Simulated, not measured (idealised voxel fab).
Module name: voxel capacitor over wiring (process module)
Square cells of 5 nm make up the cross-section cut, whose width is 175 nm.
Cross-section, as written here: a square-cell grid given band by band from the top down, where a band holds one or more rows of cells. In this notation a band is specified by the heights of its top and bottom, in that order and in nm, after which its materials appear from left to right, each paired with its width in nm. The word "throughout" attached to a single material means that material fills the band from edge to edge; the word "air" stands for empty space. Note: height 0 marks the level under which the wafer is uniformly one material as received. Lowest band unbounded below, written "from 0 down". So if you see something like "30->40" for the width, read it as the top row of the band sitting at the first number and the bottom row at the second, with every row in between moving by the same amount as the last. What does "nothing different" mean for a step? It means no cell of the cross-section changed in that step. Completely enclosed voids: empty space of 8 cells or more with no open way to the top, each as width x height at its distance from the left edge, in nm. Past the settings on a step's line: simulator remark, on that step. overlay nm: step with mask; distance mask lay right of planned place; negative value = left of planned place.
-- This section lists the process steps that were planned
1) RECEIVE [material Si]
2) CONFORMAL_DEP [material SiO2] [thk nm 15]
3) CONFORMAL_DEP [material SiCN] [thk nm 5]
4) DIRECTIONAL_DEP [material SiO2] [thk nm 15]
5) PATTERN [tone open] [mask id METAL_1] [material resist] [width nm 25] [pitch nm 80] [thk nm 20] [overlay nm 0]
6) DIRECTIONAL_ETCH [etch materials SiO2] [depth nm 15]
7) DIRECTIONAL_ETCH [etch materials SiCN] [depth nm 5]
8) STRIP [etch materials resist]
9) CONFORMAL_DEP [material TiN] [thk nm 5]
10) FILL_DEP [material W] [thk nm 10]
11) CMP [height nm 35]
12) CONFORMAL_DEP [material SiCN] [thk nm 5]
13) DIRECTIONAL_DEP [material lowk] [thk nm 20]
14) DIRECTIONAL_DEP [material aC] [thk nm 15]
15) PATTERN [tone open] [mask id PLUG_1] [material resist] [width nm 15] [thk nm 35] [overlay nm 0]
16) DIRECTIONAL_ETCH [etch materials aC] [depth nm 15]
17) STRIP [etch materials resist]
18) DIRECTIONAL_ETCH [etch materials lowk] [depth nm 20]
19) DIRECTIONAL_ETCH [etch materials SiCN] [depth nm 5]
20) STRIP [etch materials aC]
21) EPI [material Ru] [thk nm 10]
22) EPI [material Ru] [thk nm 10]
23) EPI [material Ru] [thk nm 5]
24) DIRECTIONAL_DEP [material TiN] [thk nm 10]
25) DIRECTIONAL_DEP [material Al2O3] [thk nm 5]
26) DIRECTIONAL_DEP [material TiN] [thk nm 5]
27) PATTERN [tone cover] [mask id UPPER_PLATE] [material resist] [width nm 60] [thk nm 20] [overlay nm 0]
28) DIRECTIONAL_ETCH [etch materials TiN] [depth nm 5]
29) DIRECTIONAL_ETCH [etch materials Al2O3] [depth nm 5]
30) STRIP [etch materials resist]
31) DIRECTIONAL_DEP [material aC] [thk nm 10]
32) PATTERN [tone cover] [mask id LOWER_PLATE] [material resist] [width nm 70] [thk nm 30] [overlay nm 0]
33) DIRECTIONAL_ETCH [etch materials aC] [depth nm 10]
34) STRIP [etch materials resist]
35) DIRECTIONAL_ETCH [etch materials TiN] [depth nm 10]
36) STRIP [etch materials aC]
37) FILL_DEP [material SiO2] [thk nm 20]
38) CMP [height nm 95]
39) MASKED_ETCH [tone open] [mask id PLUG_2] [width nm 15] [etch materials SiO2] [depth nm 15] [overlay nm 0]
40) CONFORMAL_DEP [material TiN] [thk nm 5]
41) FILL_DEP [material Ru] [thk nm 5]
42) CMP [height nm 95]
43) CONFORMAL_DEP [material SiCN] [thk nm 5]
-- Received-state cross-section, reflecting completion of step 1
    from 0 down  Si throughout
    Completely enclosed voids: none
-- Here's the cross-section of the first of our two wafers at the end of the module - it ran as planned
    from 100 to 95  SiCN throughout
    from 95 to 85  SiO2 55 | TiN 5 | Ru 5 | TiN 5 | SiO2 105
    from 85 to 75  SiO2 55->45 | TiN 15->60 | SiO2 105->70
    from 75 to 70  SiO2 45 | Al2O3 60 | SiO2 70
    from 70 to 60  SiO2 40 | TiN 70 | SiO2 65
    from 60 to 40  lowk 45 | Ru 15 | lowk 115
    from 40 to 35  SiCN 45 | Ru 15 | SiCN 115
    from 35 to 20  SiO2 35 | TiN 5 | W 15 | TiN 5 | SiO2 55 | TiN 5 | W 15 | TiN 5 | SiO2 35
    from 20 to 15  SiCN 35 | TiN 25 | SiCN 55 | TiN 25 | SiCN 35
    from 15 to 0  SiO2 throughout
    from 0 down  Si throughout
    Completely enclosed voids: none
-- So this is wafer number two of the two, cut at the end of the module - it started where the first did and had the same plan, we just got one thing wrong running it
    from 100 to 95  SiCN throughout
    from 95 to 85  SiO2 55 | TiN 5 | Ru 5 | TiN 5 | SiO2 105
    from 85 to 75  SiO2 55->45 | TiN 15->60 | SiO2 105->70
    from 75 to 70  SiO2 45 | Al2O3 60 | SiO2 70
    from 70 to 60  SiO2 40 | TiN 70 | SiO2 65
    from 60 to 40  lowk 45 | Ru 15 | lowk 115
    from 40 to 35  SiCN 45 | Ru 15 | SiCN 115
    from 35 to 20  SiO2 35 | TiN 5 | Ru 15 | TiN 5 | SiO2 55 | TiN 5 | aC 15 | TiN 5 | SiO2 35
    from 20 to 15  SiCN 35 | TiN 25 | SiCN 55 | TiN 25 | SiCN 35
    from 15 to 0  SiO2 throughout
    from 0 down  Si throughout
    Completely enclosed voids: none
Against the plan, the run slipped here: step 10 did not use the planned setting and instead ran as FILL_DEP [material aC] [thk nm 10]
The final cell counts differ between the wafers, with the second having more or fewer of some materials than the first: Ru +9 | W -18 | aC +9
